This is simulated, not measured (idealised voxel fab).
process module | voxel wiring stack
cross-section cut | 230 nm wide | cells 5 nm
A cross-section is a grid of square cells, given in bands from the top down. A band is one or more rows of cells.
Each band's line starts with the height of the band's top and of its bottom, in nm. Then come its materials from left to right, each with its width in nm. One material with "throughout" fills the band from edge to edge. "air" is empty space.
Height 0 is the level under which the wafer as received is all one material. The lowest band goes on downwards, as in "0 down".
A width such as "30 to 40" changes by the same amount from each row of cells to the next, from the band's top row to its bottom row.
"no change" after a step means that no cell of the cross-section changed.
closed voids: empty space of 8 cells or more with no open way to the top, each as width x height at its distance from the left edge, in nm
after a step's settings: what the simulator itself notes on the step
overlay nm, on a step with a mask: how far to the right of its planned place the mask lay; to the left if negative
plan
1 op RECEIVE | material Si
2 op CONFORMAL_DEP | material SiO2 | thk nm 10
3 op DIRECTIONAL_DEP | material TiN | thk nm 5
4 op DIRECTIONAL_DEP | material W | thk nm 20
5 op DIRECTIONAL_DEP | material aC | thk nm 10
6 op PATTERN | tone cover | mask id METAL_1 | material resist | width nm 25 | pitch nm 55 | thk nm 30 | overlay nm 0
7 op DIRECTIONAL_ETCH | etch materials aC | depth nm 10
8 op STRIP | etch materials resist
9 op DIRECTIONAL_ETCH | etch materials W | depth nm 20
10 op DIRECTIONAL_ETCH | etch materials TiN | depth nm 5
11 op STRIP | etch materials aC
12 op CONFORMAL_DEP | material SiN | thk nm 5
13 op FILL_DEP | material lowk | thk nm 5
14 op CMP | height nm 35
15 op CONFORMAL_DEP | material SiCN | thk nm 5
16 op DIRECTIONAL_DEP | material lowk | thk nm 30
17 op DIRECTIONAL_DEP | material aC | thk nm 15
18 op PATTERN | tone open | mask id METAL_2_HOLES | material resist | width nm 15 | pitch nm 110 | thk nm 35 | overlay nm 0
19 op DIRECTIONAL_ETCH | etch materials aC | depth nm 15
20 op STRIP | etch materials resist
21 op DIRECTIONAL_ETCH | etch materials lowk | depth nm 30
22 op STRIP | etch materials aC
23 op DIRECTIONAL_DEP | material aC | thk nm 10
24 op PATTERN | tone open | mask id METAL_2 | material resist | width nm 25 | pitch nm 55 | thk nm 25 | overlay nm 0
25 op DIRECTIONAL_ETCH | etch materials aC | depth nm 10
26 op STRIP | etch materials resist
27 op DIRECTIONAL_ETCH | etch materials lowk | depth nm 20
28 op DIRECTIONAL_ETCH | etch materials SiCN | depth nm 5
29 op STRIP | etch materials aC
30 op CONFORMAL_DEP | material TiN | thk nm 5
31 op FILL_DEP | material Cu | thk nm 10
32 op CMP | height nm 70
33 op CONFORMAL_DEP | material SiCN | thk nm 5
34 op DIRECTIONAL_DEP | material SiO2 | thk nm 30
35 op MASKED_ETCH | tone open | mask id METAL_3_HOLES | width nm 15 | pitch nm 110 | etch materials SiO2 | depth nm 30 | overlay nm 0
36 op PATTERN | tone open | mask id METAL_3 | material resist | width nm 25 | pitch nm 55 | thk nm 15 | overlay nm 0
37 op DIRECTIONAL_ETCH | etch materials SiO2 | depth nm 15
38 op DIRECTIONAL_ETCH | etch materials SiCN | depth nm 5
39 op STRIP | etch materials resist
40 op CONFORMAL_DEP | material TiN | thk nm 5
41 op FILL_DEP | material Cu | thk nm 10
42 op CMP | height nm 105
43 op CONFORMAL_DEP | material SiCN | thk nm 5
44 op DIRECTIONAL_DEP | material SiO2 | thk nm 15
45 op PATTERN | tone open | mask id PLUG_3 | material resist | width nm 15 | pitch nm 55 | thk nm 15 | overlay nm 0
46 op DIRECTIONAL_ETCH | etch materials SiO2 | depth nm 15
47 op DIRECTIONAL_ETCH | etch materials SiCN | depth nm 5
48 op STRIP | etch materials resist
49 op EPI | material Ru | thk nm 10
50 op EPI | material Ru | thk nm 10
51 op DIRECTIONAL_DEP | material TiN | thk nm 5
52 op DIRECTIONAL_DEP | material Ru | thk nm 20
53 op DIRECTIONAL_DEP | material aC | thk nm 15
54 op PATTERN | tone cover | mask id METAL_4 | material resist | width nm 25 | pitch nm 55 | thk nm 35 | overlay nm 0
55 op DIRECTIONAL_ETCH | etch materials aC | depth nm 15
56 op STRIP | etch materials resist
57 op DIRECTIONAL_ETCH | etch materials Ru | depth nm 20
58 op DIRECTIONAL_ETCH | etch materials TiN | depth nm 5
59 op STRIP | etch materials aC
60 op CONFORMAL_DEP | material SiCN | thk nm 5
61 op FILL_DEP | material lowk | thk nm 5
62 op CMP | height nm 150
63 op CONFORMAL_DEP | material SiCN | thk nm 5
first wafer, as planned
as received, after step 1
  0 down: Si throughout
  closed voids: none
after step 2
  10 to 0: SiO2 throughout
  below 0: unchanged
after step 3
  15 to 10: TiN throughout
  below 10: unchanged
after step 4
  35 to 15: W throughout
  below 15: unchanged
after step 5
  45 to 35: aC throughout
  below 35: unchanged
after step 6
  75 to 45: air 20 | resist 25 | air 30 | resist 25 | air 30 | resist 25 | air 30 | resist 25 | air 20
  below 45: unchanged
after step 7
  65 to 45: air 20 | resist 25 | air 30 | resist 25 | air 30 | resist 25 | air 30 | resist 25 | air 20
  45 to 35: air 20 | aC 25 | air 30 | aC 25 | air 30 | aC 25 | air 30 | aC 25 | air 20
  below 35: unchanged
after step 8
  45 to 35: air 20 | aC 25 | air 30 | aC 25 | air 30 | aC 25 | air 30 | aC 25 | air 20
  below 35: unchanged
after step 9
  45 to 35: air 20 | aC 25 | air 30 | aC 25 | air 30 | aC 25 | air 30 | aC 25 | air 20
  35 to 15: air 20 | W 25 | air 30 | W 25 | air 30 | W 25 | air 30 | W 25 | air 20
  below 15: unchanged
after step 10
  45 to 35: air 20 | aC 25 | air 30 | aC 25 | air 30 | aC 25 | air 30 | aC 25 | air 20
  35 to 15: air 20 | W 25 | air 30 | W 25 | air 30 | W 25 | air 30 | W 25 | air 20
  15 to 10: air 20 | TiN 25 | air 30 | TiN 25 | air 30 | TiN 25 | air 30 | TiN 25 | air 20
  below 10: unchanged
after step 11
  35 to 15: air 20 | W 25 | air 30 | W 25 | air 30 | W 25 | air 30 | W 25 | air 20
  below 15: unchanged
after step 12
  40 to 35: air 15 | SiN 35 | air 20 | SiN 35 | air 20 | SiN 35 | air 20 | SiN 35 | air 15
  35 to 15: air 15 | SiN 5 | W 25 | SiN 5 | air 20 | SiN 5 | W 25 | SiN 5 | air 20 | SiN 5 | W 25 | SiN 5 | air 20 | SiN 5 | W 25 | SiN 5 | air 15
  15 to 10: SiN 20 | TiN 25 | SiN 30 | TiN 25 | SiN 30 | TiN 25 | SiN 30 | TiN 25 | SiN 20
  below 10: unchanged
after step 13
  45 to 40: lowk throughout
  40 to 35: lowk 15 | SiN 35 | lowk 20 | SiN 35 | lowk 20 | SiN 35 | lowk 20 | SiN 35 | lowk 15
  35 to 15: lowk 15 | SiN 5 | W 25 | SiN 5 | lowk 20 | SiN 5 | W 25 | SiN 5 | lowk 20 | SiN 5 | W 25 | SiN 5 | lowk 20 | SiN 5 | W 25 | SiN 5 | lowk 15
  below 15: unchanged
after step 14
  35 to 15: lowk 15 | SiN 5 | W 25 | SiN 5 | lowk 20 | SiN 5 | W 25 | SiN 5 | lowk 20 | SiN 5 | W 25 | SiN 5 | lowk 20 | SiN 5 | W 25 | SiN 5 | lowk 15
  below 15: unchanged
after step 15
  40 to 35: SiCN throughout
  below 35: unchanged
after step 16
  70 to 40: lowk throughout
  below 40: unchanged
after step 17
  85 to 70: aC throughout
  below 70: unchanged
after step 18
  120 to 85: resist 20 | air 15 | resist 95 | air 15 | resist 85
  below 85: unchanged
after step 19
  105 to 85: resist 20 | air 15 | resist 95 | air 15 | resist 85
  85 to 70: aC 20 | air 15 | aC 95 | air 15 | aC 85
  below 70: unchanged
after step 20
  85 to 70: aC 20 | air 15 | aC 95 | air 15 | aC 85
  below 70: unchanged
after step 21
  85 to 70: aC 20 | air 15 | aC 95 | air 15 | aC 85
  70 to 40: lowk 20 | air 15 | lowk 95 | air 15 | lowk 85
  below 40: unchanged
after step 22
  70 to 40: lowk 20 | air 15 | lowk 95 | air 15 | lowk 85
  below 40: unchanged
after step 23
  80 to 70: aC 20 | air 15 | aC 95 | air 15 | aC 85
  70 to 50: lowk 20 | air 15 | lowk 95 | air 15 | lowk 85
  50 to 40: lowk 20 | aC 15 | lowk 95 | aC 15 | lowk 85
  below 40: unchanged
after step 24
  105 to 80: resist 20 | air 25 | resist 30 | air 25 | resist 30 | air 25 | resist 30 | air 25 | resist 20
  below 80: unchanged
after step 25
  95 to 80: resist 20 | air 25 | resist 30 | air 25 | resist 30 | air 25 | resist 30 | air 25 | resist 20
  80 to 70: aC 20 | air 25 | aC 30 | air 25 | aC 30 | air 25 | aC 30 | air 25 | aC 20
  70 to 40: lowk 20 | air 15 | lowk 95 | air 15 | lowk 85
  below 40: unchanged
after step 26
  80 to 70: aC 20 | air 25 | aC 30 | air 25 | aC 30 | air 25 | aC 30 | air 25 | aC 20
  below 70: unchanged
after step 27
  80 to 70: aC 20 | air 25 | aC 30 | air 25 | aC 30 | air 25 | aC 30 | air 25 | aC 20
  70 to 50: lowk 20 | air 25 | lowk 30 | air 25 | lowk 30 | air 25 | lowk 30 | air 25 | lowk 20
  below 50: unchanged
after step 28
  80 to 70: aC 20 | air 25 | aC 30 | air 25 | aC 30 | air 25 | aC 30 | air 25 | aC 20
  70 to 50: lowk 20 | air 25 | lowk 30 | air 25 | lowk 30 | air 25 | lowk 30 | air 25 | lowk 20
  50 to 40: lowk 20 | air 15 | lowk 95 | air 15 | lowk 85
  40 to 35: SiCN 20 | air 15 | SiCN 95 | air 15 | SiCN 85
  below 35: unchanged
after step 29
  70 to 50: lowk 20 | air 25 | lowk 30 | air 25 | lowk 30 | air 25 | lowk 30 | air 25 | lowk 20
  below 50: unchanged
after step 30
  75 to 70: TiN 25 | air 15 | TiN 40 | air 15 | TiN 40 | air 15 | TiN 40 | air 15 | TiN 25
  70 to 55: lowk 20 | TiN 5 | air 15 | TiN 5 | lowk 30 | TiN 5 | air 15 | TiN 5 | lowk 30 | TiN 5 | air 15 | TiN 5 | lowk 30 | TiN 5 | air 15 | TiN 5 | lowk 20
  55 to 50: lowk 20 | TiN 5 | air 5 | TiN 15 | lowk 30 | TiN 25 | lowk 30 | TiN 5 | air 5 | TiN 15 | lowk 30 | TiN 25 | lowk 20
  50 to 40: lowk 20 | TiN 5 | air 5 | TiN 5 | lowk 95 | TiN 5 | air 5 | TiN 5 | lowk 85
  40 to 35: SiCN 20 | TiN 15 | SiCN 95 | TiN 15 | SiCN 85
  below 35: unchanged
after step 31
  85 to 75: Cu throughout
  75 to 70: TiN 25 | Cu 15 | TiN 40 | Cu 15 | TiN 40 | Cu 15 | TiN 40 | Cu 15 | TiN 25
  70 to 55: lowk 20 | TiN 5 | Cu 15 | TiN 5 | lowk 30 | TiN 5 | Cu 15 | TiN 5 | lowk 30 | TiN 5 | Cu 15 | TiN 5 | lowk 30 | TiN 5 | Cu 15 | TiN 5 | lowk 20
  55 to 50: lowk 20 | TiN 5 | Cu 5 | TiN 15 | lowk 30 | TiN 25 | lowk 30 | TiN 5 | Cu 5 | TiN 15 | lowk 30 | TiN 25 | lowk 20
  50 to 40: lowk 20 | TiN 5 | Cu 5 | TiN 5 | lowk 95 | TiN 5 | Cu 5 | TiN 5 | lowk 85
  below 40: unchanged
after step 32
  70 to 55: lowk 20 | TiN 5 | Cu 15 | TiN 5 | lowk 30 | TiN 5 | Cu 15 | TiN 5 | lowk 30 | TiN 5 | Cu 15 | TiN 5 | lowk 30 | TiN 5 | Cu 15 | TiN 5 | lowk 20
  below 55: unchanged
after step 33
  75 to 70: SiCN throughout
  below 70: unchanged
after step 34
  105 to 75: SiO2 throughout
  below 75: unchanged
after step 35
  105 to 75: SiO2 20 | air 15 | SiO2 95 | air 15 | SiO2 85
  below 75: unchanged
after step 36
  120 to 105: resist 20 | air 25 | resist 30 | air 25 | resist 30 | air 25 | resist 30 | air 25 | resist 20
  below 105: unchanged
after step 37
  120 to 105: resist 20 | air 25 | resist 30 | air 25 | resist 30 | air 25 | resist 30 | air 25 | resist 20
  105 to 90: SiO2 20 | air 25 | SiO2 30 | air 25 | SiO2 30 | air 25 | SiO2 30 | air 25 | SiO2 20
  below 90: unchanged
after step 38
  120 to 105: resist 20 | air 25 | resist 30 | air 25 | resist 30 | air 25 | resist 30 | air 25 | resist 20
  105 to 90: SiO2 20 | air 25 | SiO2 30 | air 25 | SiO2 30 | air 25 | SiO2 30 | air 25 | SiO2 20
  90 to 75: SiO2 20 | air 15 | SiO2 95 | air 15 | SiO2 85
  75 to 70: SiCN 20 | air 15 | SiCN 95 | air 15 | SiCN 85
  below 70: unchanged
after step 39
  105 to 90: SiO2 20 | air 25 | SiO2 30 | air 25 | SiO2 30 | air 25 | SiO2 30 | air 25 | SiO2 20
  below 90: unchanged
after step 40
  110 to 105: TiN 25 | air 15 | TiN 40 | air 15 | TiN 40 | air 15 | TiN 40 | air 15 | TiN 25
  105 to 95: SiO2 20 | TiN 5 | air 15 | TiN 5 | SiO2 30 | TiN 5 | air 15 | TiN 5 | SiO2 30 | TiN 5 | air 15 | TiN 5 | SiO2 30 | TiN 5 | air 15 | TiN 5 | SiO2 20
  95 to 90: SiO2 20 | TiN 5 | air 5 | TiN 15 | SiO2 30 | TiN 25 | SiO2 30 | TiN 5 | air 5 | TiN 15 | SiO2 30 | TiN 25 | SiO2 20
  90 to 75: SiO2 20 | TiN 5 | air 5 | TiN 5 | SiO2 95 | TiN 5 | air 5 | TiN 5 | SiO2 85
  75 to 70: SiCN 20 | TiN 15 | SiCN 95 | TiN 15 | SiCN 85
  below 70: unchanged
after step 41
  120 to 110: Cu throughout
  110 to 105: TiN 25 | Cu 15 | TiN 40 | Cu 15 | TiN 40 | Cu 15 | TiN 40 | Cu 15 | TiN 25
  105 to 95: SiO2 20 | TiN 5 | Cu 15 | TiN 5 | SiO2 30 | TiN 5 | Cu 15 | TiN 5 | SiO2 30 | TiN 5 | Cu 15 | TiN 5 | SiO2 30 | TiN 5 | Cu 15 | TiN 5 | SiO2 20
  95 to 90: SiO2 20 | TiN 5 | Cu 5 | TiN 15 | SiO2 30 | TiN 25 | SiO2 30 | TiN 5 | Cu 5 | TiN 15 | SiO2 30 | TiN 25 | SiO2 20
  90 to 75: SiO2 20 | TiN 5 | Cu 5 | TiN 5 | SiO2 95 | TiN 5 | Cu 5 | TiN 5 | SiO2 85
  below 75: unchanged
after step 42
  105 to 95: SiO2 20 | TiN 5 | Cu 15 | TiN 5 | SiO2 30 | TiN 5 | Cu 15 | TiN 5 | SiO2 30 | TiN 5 | Cu 15 | TiN 5 | SiO2 30 | TiN 5 | Cu 15 | TiN 5 | SiO2 20
  below 95: unchanged
after step 43
  110 to 105: SiCN throughout
  below 105: unchanged
after step 44
  125 to 110: SiO2 throughout
  below 110: unchanged
after step 45
  140 to 125: resist 20 | air 15 | resist 40 | air 15 | resist 40 | air 15 | resist 40 | air 15 | resist 30
  below 125: unchanged
after step 46
  140 to 125: resist 20 | air 15 | resist 40 | air 15 | resist 40 | air 15 | resist 40 | air 15 | resist 30
  125 to 110: SiO2 20 | air 15 | SiO2 40 | air 15 | SiO2 40 | air 15 | SiO2 40 | air 15 | SiO2 30
  below 110: unchanged
after step 47
  140 to 125: resist 20 | air 15 | resist 40 | air 15 | resist 40 | air 15 | resist 40 | air 15 | resist 30
  125 to 110: SiO2 20 | air 15 | SiO2 40 | air 15 | SiO2 40 | air 15 | SiO2 40 | air 15 | SiO2 30
  110 to 105: SiCN 20 | air 15 | SiCN 40 | air 15 | SiCN 40 | air 15 | SiCN 40 | air 15 | SiCN 30
  below 105: unchanged
after step 48
  125 to 110: SiO2 20 | air 15 | SiO2 40 | air 15 | SiO2 40 | air 15 | SiO2 40 | air 15 | SiO2 30
  below 110: unchanged
after step 49
  125 to 115: SiO2 20 | air 15 | SiO2 40 | air 15 | SiO2 40 | air 15 | SiO2 40 | air 15 | SiO2 30
  115 to 110: SiO2 20 | Ru 15 | SiO2 40 | Ru 15 | SiO2 40 | Ru 15 | SiO2 40 | Ru 15 | SiO2 30
  110 to 105: SiCN 20 | Ru 15 | SiCN 40 | Ru 15 | SiCN 40 | Ru 15 | SiCN 40 | Ru 15 | SiCN 30
  below 105: unchanged
after step 50
  125 to 110: SiO2 20 | Ru 15 | SiO2 40 | Ru 15 | SiO2 40 | Ru 15 | SiO2 40 | Ru 15 | SiO2 30
  below 110: unchanged
after step 51
  130 to 125: TiN throughout
  below 125: unchanged
after step 52
  150 to 130: Ru throughout
  below 130: unchanged
after step 53
  165 to 150: aC throughout
  below 150: unchanged
after step 54
  200 to 165: air 20 | resist 25 | air 30 | resist 25 | air 30 | resist 25 | air 30 | resist 25 | air 20
  below 165: unchanged
after step 55
  185 to 165: air 20 | resist 25 | air 30 | resist 25 | air 30 | resist 25 | air 30 | resist 25 | air 20
  165 to 150: air 20 | aC 25 | air 30 | aC 25 | air 30 | aC 25 | air 30 | aC 25 | air 20
  below 150: unchanged
after step 56
  165 to 150: air 20 | aC 25 | air 30 | aC 25 | air 30 | aC 25 | air 30 | aC 25 | air 20
  below 150: unchanged
after step 57
  165 to 150: air 20 | aC 25 | air 30 | aC 25 | air 30 | aC 25 | air 30 | aC 25 | air 20
  150 to 130: air 20 | Ru 25 | air 30 | Ru 25 | air 30 | Ru 25 | air 30 | Ru 25 | air 20
  below 130: unchanged
after step 58
  165 to 150: air 20 | aC 25 | air 30 | aC 25 | air 30 | aC 25 | air 30 | aC 25 | air 20
  150 to 130: air 20 | Ru 25 | air 30 | Ru 25 | air 30 | Ru 25 | air 30 | Ru 25 | air 20
  130 to 125: air 20 | TiN 25 | air 30 | TiN 25 | air 30 | TiN 25 | air 30 | TiN 25 | air 20
  below 125: unchanged
after step 59
  150 to 130: air 20 | Ru 25 | air 30 | Ru 25 | air 30 | Ru 25 | air 30 | Ru 25 | air 20
  below 130: unchanged
after step 60
  155 to 150: air 15 | SiCN 35 | air 20 | SiCN 35 | air 20 | SiCN 35 | air 20 | SiCN 35 | air 15
  150 to 130: air 15 | SiCN 5 | Ru 25 | SiCN 5 | air 20 | SiCN 5 | Ru 25 | SiCN 5 | air 20 | SiCN 5 | Ru 25 | SiCN 5 | air 20 | SiCN 5 | Ru 25 | SiCN 5 | air 15
  130 to 125: SiCN 20 | TiN 25 | SiCN 30 | TiN 25 | SiCN 30 | TiN 25 | SiCN 30 | TiN 25 | SiCN 20
  below 125: unchanged
after step 61
  160 to 155: lowk throughout
  155 to 150: lowk 15 | SiCN 35 | lowk 20 | SiCN 35 | lowk 20 | SiCN 35 | lowk 20 | SiCN 35 | lowk 15
  150 to 130: lowk 15 | SiCN 5 | Ru 25 | SiCN 5 | lowk 20 | SiCN 5 | Ru 25 | SiCN 5 | lowk 20 | SiCN 5 | Ru 25 | SiCN 5 | lowk 20 | SiCN 5 | Ru 25 | SiCN 5 | lowk 15
  below 130: unchanged
after step 62
  150 to 130: lowk 15 | SiCN 5 | Ru 25 | SiCN 5 | lowk 20 | SiCN 5 | Ru 25 | SiCN 5 | lowk 20 | SiCN 5 | Ru 25 | SiCN 5 | lowk 20 | SiCN 5 | Ru 25 | SiCN 5 | lowk 15
  below 130: unchanged
after step 63
  155 to 150: SiCN throughout
  below 150: unchanged
second wafer: like start, like plan, one mistake. Through step 40 it matches the first wafer
when step 41 should have ended
  120 to 110: Ru throughout
  110 to 105: TiN 25 | Ru 15 | TiN 40 | Ru 15 | TiN 40 | Ru 15 | TiN 40 | Ru 15 | TiN 25
  105 to 95: SiO2 20 | TiN 5 | Ru 15 | TiN 5 | SiO2 30 | TiN 5 | Ru 15 | TiN 5 | SiO2 30 | TiN 5 | Ru 15 | TiN 5 | SiO2 30 | TiN 5 | Ru 15 | TiN 5 | SiO2 20
  95 to 90: SiO2 20 | TiN 5 | Ru 5 | TiN 15 | SiO2 30 | TiN 25 | SiO2 30 | TiN 5 | Ru 5 | TiN 15 | SiO2 30 | TiN 25 | SiO2 20
  90 to 75: SiO2 20 | TiN 5 | Ru 5 | TiN 5 | SiO2 95 | TiN 5 | Ru 5 | TiN 5 | SiO2 85
  below 75: unchanged
when step 42 should have ended
  105 to 95: SiO2 20 | TiN 5 | Ru 15 | TiN 5 | SiO2 30 | TiN 5 | Ru 15 | TiN 5 | SiO2 30 | TiN 5 | Ru 15 | TiN 5 | SiO2 30 | TiN 5 | Ru 15 | TiN 5 | SiO2 20
  below 95: unchanged
when step 43 should have ended
  110 to 105: SiCN throughout
  below 105: unchanged
when step 44 should have ended
  125 to 110: SiO2 throughout
  below 110: unchanged
when step 45 should have ended
  140 to 125: resist 20 | air 15 | resist 40 | air 15 | resist 40 | air 15 | resist 40 | air 15 | resist 30
  below 125: unchanged
when step 46 should have ended
  140 to 125: resist 20 | air 15 | resist 40 | air 15 | resist 40 | air 15 | resist 40 | air 15 | resist 30
  125 to 110: SiO2 20 | air 15 | SiO2 40 | air 15 | SiO2 40 | air 15 | SiO2 40 | air 15 | SiO2 30
  below 110: unchanged
when step 47 should have ended
  140 to 125: resist 20 | air 15 | resist 40 | air 15 | resist 40 | air 15 | resist 40 | air 15 | resist 30
  125 to 110: SiO2 20 | air 15 | SiO2 40 | air 15 | SiO2 40 | air 15 | SiO2 40 | air 15 | SiO2 30
  110 to 105: SiCN 20 | air 15 | SiCN 40 | air 15 | SiCN 40 | air 15 | SiCN 40 | air 15 | SiCN 30
  below 105: unchanged
when step 48 should have ended
  125 to 110: SiO2 20 | air 15 | SiO2 40 | air 15 | SiO2 40 | air 15 | SiO2 40 | air 15 | SiO2 30
  below 110: unchanged
when step 49 should have ended
  125 to 115: SiO2 20 | air 15 | SiO2 40 | air 15 | SiO2 40 | air 15 | SiO2 40 | air 15 | SiO2 30
  115 to 110: SiO2 20 | Ru 15 | SiO2 40 | Ru 15 | SiO2 40 | Ru 15 | SiO2 40 | Ru 15 | SiO2 30
  110 to 105: SiCN 20 | Ru 15 | SiCN 40 | Ru 15 | SiCN 40 | Ru 15 | SiCN 40 | Ru 15 | SiCN 30
  below 105: unchanged
when step 50 should have ended
  125 to 110: SiO2 20 | Ru 15 | SiO2 40 | Ru 15 | SiO2 40 | Ru 15 | SiO2 40 | Ru 15 | SiO2 30
  below 110: unchanged
when step 51 should have ended
  130 to 125: TiN throughout
  below 125: unchanged
when step 52 should have ended
  150 to 130: Ru throughout
  below 130: unchanged
when step 53 should have ended
  165 to 150: aC throughout
  below 150: unchanged
when step 54 should have ended
  200 to 165: air 20 | resist 25 | air 30 | resist 25 | air 30 | resist 25 | air 30 | resist 25 | air 20
  below 165: unchanged
when step 55 should have ended
  185 to 165: air 20 | resist 25 | air 30 | resist 25 | air 30 | resist 25 | air 30 | resist 25 | air 20
  165 to 150: air 20 | aC 25 | air 30 | aC 25 | air 30 | aC 25 | air 30 | aC 25 | air 20
  below 150: unchanged
when step 56 should have ended
  165 to 150: air 20 | aC 25 | air 30 | aC 25 | air 30 | aC 25 | air 30 | aC 25 | air 20
  below 150: unchanged
when step 57 should have ended
  165 to 150: air 20 | aC 25 | air 30 | aC 25 | air 30 | aC 25 | air 30 | aC 25 | air 20
  150 to 130: air 20 | Ru 25 | air 30 | Ru 25 | air 30 | Ru 25 | air 30 | Ru 25 | air 20
  below 130: unchanged
when step 58 should have ended
  165 to 150: air 20 | aC 25 | air 30 | aC 25 | air 30 | aC 25 | air 30 | aC 25 | air 20
  150 to 130: air 20 | Ru 25 | air 30 | Ru 25 | air 30 | Ru 25 | air 30 | Ru 25 | air 20
  130 to 125: air 20 | TiN 25 | air 30 | TiN 25 | air 30 | TiN 25 | air 30 | TiN 25 | air 20
  below 125: unchanged
when step 59 should have ended
  150 to 130: air 20 | Ru 25 | air 30 | Ru 25 | air 30 | Ru 25 | air 30 | Ru 25 | air 20
  below 130: unchanged
when step 60 should have ended
  155 to 150: air 15 | SiCN 35 | air 20 | SiCN 35 | air 20 | SiCN 35 | air 20 | SiCN 35 | air 15
  150 to 130: air 15 | SiCN 5 | Ru 25 | SiCN 5 | air 20 | SiCN 5 | Ru 25 | SiCN 5 | air 20 | SiCN 5 | Ru 25 | SiCN 5 | air 20 | SiCN 5 | Ru 25 | SiCN 5 | air 15
  130 to 125: SiCN 20 | TiN 25 | SiCN 30 | TiN 25 | SiCN 30 | TiN 25 | SiCN 30 | TiN 25 | SiCN 20
  below 125: unchanged
when step 61 should have ended
  160 to 155: lowk throughout
  155 to 150: lowk 15 | SiCN 35 | lowk 20 | SiCN 35 | lowk 20 | SiCN 35 | lowk 20 | SiCN 35 | lowk 15
  150 to 130: lowk 15 | SiCN 5 | Ru 25 | SiCN 5 | lowk 20 | SiCN 5 | Ru 25 | SiCN 5 | lowk 20 | SiCN 5 | Ru 25 | SiCN 5 | lowk 20 | SiCN 5 | Ru 25 | SiCN 5 | lowk 15
  below 130: unchanged
when step 62 should have ended
  150 to 130: lowk 15 | SiCN 5 | Ru 25 | SiCN 5 | lowk 20 | SiCN 5 | Ru 25 | SiCN 5 | lowk 20 | SiCN 5 | Ru 25 | SiCN 5 | lowk 20 | SiCN 5 | Ru 25 | SiCN 5 | lowk 15
  below 130: unchanged
when step 63 should have ended
  155 to 150: SiCN throughout
  below 150: unchanged
what went wrong: step 41 ran as: op FILL_DEP | material Ru | thk nm 10
at the end the second wafer has, in cells: 32 fewer of Cu | 32 more of Ru
